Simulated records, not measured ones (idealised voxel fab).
Process module name: voxel wiring stack
250 nm wide, 5 nm square cells: that's cross-section cut.
When this document writes out a cross-section, it uses a grid of square cells and lists it as bands, beginning at the top and moving down, with a band standing for one or more rows of cells. Top, bottom (nm), then materials left to right with widths (nm); lone material tagged "edge to edge" fills the whole band edge to edge; "empty" = empty space. Below 0: as-received wafer, all one material; heights counted from there. Lowest band: no bottom, goes on down, written "from 0 down". Per-row width for "30..40": begins at first number (top row of band), ends at second number (bottom row), increment between rows held constant. "identical to before", as given for a step, is the statement that not any cell of the cross-section underwent a change during that step. Look at "Sealed-off cavities" for the closed voids: empty spaces with no open path to the top, sized 8 cells or up. Each is width x height at distance, distance from the left edge, all nm. On a step's line, text after the settings is the simulator commenting on that step. The line of a step may include "overlay nm". On a step with a mask, this value is how far to the right of its planned place the mask lay. A negative value means the mask lay to the left.

## Steps planned for the process
1,RECEIVE with material Si
2,CONFORMAL_DEP with material SiO2, thk nm 15
3,CONFORMAL_DEP with material SiN, thk nm 5
4,DIRECTIONAL_DEP with material SiO2, thk nm 15
5,DIRECTIONAL_DEP with material aC, thk nm 15
6,PATTERN with tone open, mask id METAL_1, material resist, width nm 30, pitch nm 60, thk nm 30, overlay nm 0
7,DIRECTIONAL_ETCH with etch materials aC, depth nm 15
8,STRIP with etch materials resist
9,DIRECTIONAL_ETCH with etch materials SiO2, depth nm 15
10,DIRECTIONAL_ETCH with etch materials SiN, depth nm 5
11,STRIP with etch materials aC
12,CONFORMAL_DEP with material TiN, thk nm 5
13,FILL_DEP with material Cu, thk nm 10
14,CMP with height nm 35
15,EPI with material Ru, thk nm 5
16,FILL_DEP with material SiCN, thk nm 5
17,DIRECTIONAL_DEP with material SiO2, thk nm 10
18,DIRECTIONAL_DEP with material aC, thk nm 15
19,PATTERN with tone open, mask id PLUG_1, material resist, width nm 15, pitch nm 60, thk nm 30, overlay nm 0
20,DIRECTIONAL_ETCH with etch materials aC, depth nm 15
21,STRIP with etch materials resist
22,DIRECTIONAL_ETCH with etch materials SiO2, depth nm 10
23,DIRECTIONAL_ETCH with etch materials SiCN, depth nm 5
24,STRIP with etch materials aC
25,EPI with material Ru, thk nm 10
26,EPI with material Ru, thk nm 5
27,CONFORMAL_DEP with material SiCN, thk nm 5
28,DIRECTIONAL_DEP with material lowk, thk nm 20
29,DIRECTIONAL_DEP with material aC, thk nm 15
30,PATTERN with tone open, mask id METAL_2, material resist, width nm 30, pitch nm 60, thk nm 30, overlay nm 0
31,DIRECTIONAL_ETCH with etch materials aC, depth nm 15
32,STRIP with etch materials resist
33,DIRECTIONAL_ETCH with etch materials lowk, depth nm 20
34,DIRECTIONAL_ETCH with etch materials SiCN, depth nm 5
35,STRIP with etch materials aC
36,CONFORMAL_DEP with material TiN, thk nm 5
37,FILL_DEP with material W, thk nm 10
38,CMP with height nm 80
39,CONFORMAL_DEP with material SiCN, thk nm 5
40,DIRECTIONAL_DEP with material SiO2, thk nm 30
41,DIRECTIONAL_DEP with material aC, thk nm 15
42,PATTERN with tone open, mask id METAL_3_HOLES, material resist, width nm 15, pitch nm 60, thk nm 35, overlay nm 0
43,DIRECTIONAL_ETCH with etch materials aC, depth nm 15
44,STRIP with etch materials resist
45,DIRECTIONAL_ETCH with etch materials SiO2, depth nm 30
46,STRIP with etch materials aC
47,MASKED_ETCH with tone open, mask id METAL_3, width nm 30, pitch nm 60, etch materials SiO2, depth nm 15, overlay nm 0
48,MASKED_ETCH with tone open, mask id METAL_3, width nm 30, pitch nm 60, etch materials SiCN, depth nm 5, overlay nm 0
49,CONFORMAL_DEP with material TiN, thk nm 5
50,FILL_DEP with material Ru, thk nm 10
51,CMP with height nm 115
52,CONFORMAL_DEP with material SiCN, thk nm 5
53,DIRECTIONAL_DEP with material lowk, thk nm 25
54,PATTERN with tone open, mask id METAL_4_HOLES, material resist, width nm 15, thk nm 15, overlay nm 0
55,DIRECTIONAL_ETCH with etch materials lowk, depth nm 25
56,STRIP with etch materials resist
57,MASKED_ETCH with tone open, mask id METAL_4, width nm 30, pitch nm 60, etch materials lowk, depth nm 15, overlay nm 0
58,MASKED_ETCH with tone open, mask id METAL_4, width nm 30, pitch nm 60, etch materials SiCN, depth nm 5, overlay nm 0
59,CONFORMAL_DEP with material TiN, thk nm 5
60,FILL_DEP with material Cu, thk nm 10
61,CMP with height nm 145
62,CONFORMAL_DEP with material SiCN, thk nm 5

## Here's what the wafer looked like in cross-section when it arrived - that's after step 1
* from 0 down = Si edge to edge
* Sealed-off cavities: none

## This is how the wafer looks in cross-section once the module is done, given the starting state and plan above and one mistake in carrying the plan out
* from 150 to 145 = SiCN edge to edge
* from 145 to 135 = 80 nm lowk | 5 nm TiN | 20 nm Cu | 5 nm TiN | 30 nm lowk | 5 nm TiN | 20 nm Cu | 5 nm TiN | 80 nm lowk
* from 135 to 130 = 80 nm lowk | 5 nm TiN | 5 nm Cu | 20 nm TiN | 30 nm lowk | 30 nm TiN | 80 nm lowk
* from 130 to 120 = 80 nm lowk | 5 nm TiN | 5 nm Cu | 5 nm TiN | 155 nm lowk
* from 120 to 115 = 80 nm SiCN | 15 nm TiN | 155 nm SiCN
* from 115 to 105 = 80 nm SiO2 | 5 nm TiN | 20 nm Ru | 5 nm TiN | 30 nm SiO2 | 5 nm TiN | 20 nm Ru | 5 nm TiN | 80 nm SiO2
* from 105 to 100 = 80 nm SiO2 | 5 nm TiN | 5 nm Ru | 20 nm TiN | 30 nm SiO2 | 5 nm TiN | 5 nm Ru | 20 nm TiN | 80 nm SiO2
* from 100 to 85 = 80 nm SiO2 | 5 nm TiN | 5 nm Ru | 5 nm TiN | 45 nm SiO2 | 5 nm TiN | 5 nm Ru | 5 nm TiN | 95 nm SiO2
* from 85 to 80 = 80 nm SiCN | 15 nm TiN | 45 nm SiCN | 15 nm TiN | 95 nm SiCN
* from 80 to 60 = 80 nm lowk | 5 nm TiN | 20 nm W | 5 nm TiN | 30 nm lowk | 5 nm TiN | 20 nm W | 5 nm TiN | 80 nm lowk
* from 60 to 55 = 80 nm SiCN | 30 nm TiN | 30 nm SiCN | 30 nm TiN | 80 nm SiCN
* from 55 to 45 = 80 nm SiO2 | 15 nm Ru | 45 nm SiO2 | 15 nm Ru | 95 nm SiO2
* from 45 to 35 = 80..75 nm SiCN | 15..40 nm Ru | 45..20 nm SiCN | 15..40 nm Ru | 95..75 nm SiCN
* from 35 to 20 = 80 nm SiO2 | 5 nm TiN | 20 nm Cu | 5 nm TiN | 30 nm SiO2 | 5 nm TiN | 20 nm Cu | 5 nm TiN | 80 nm SiO2
* from 20 to 15 = 80 nm SiN | 30 nm TiN | 30 nm SiN | 30 nm TiN | 80 nm SiN
* from 15 to 0 = SiCN edge to edge
* from 0 down = Si edge to edge
* Sealed-off cavities: none
Deviation noted in wafer processing: for step 2, the planned setting was not used; the step was instead run as CONFORMAL_DEP with material SiCN, thk nm 15
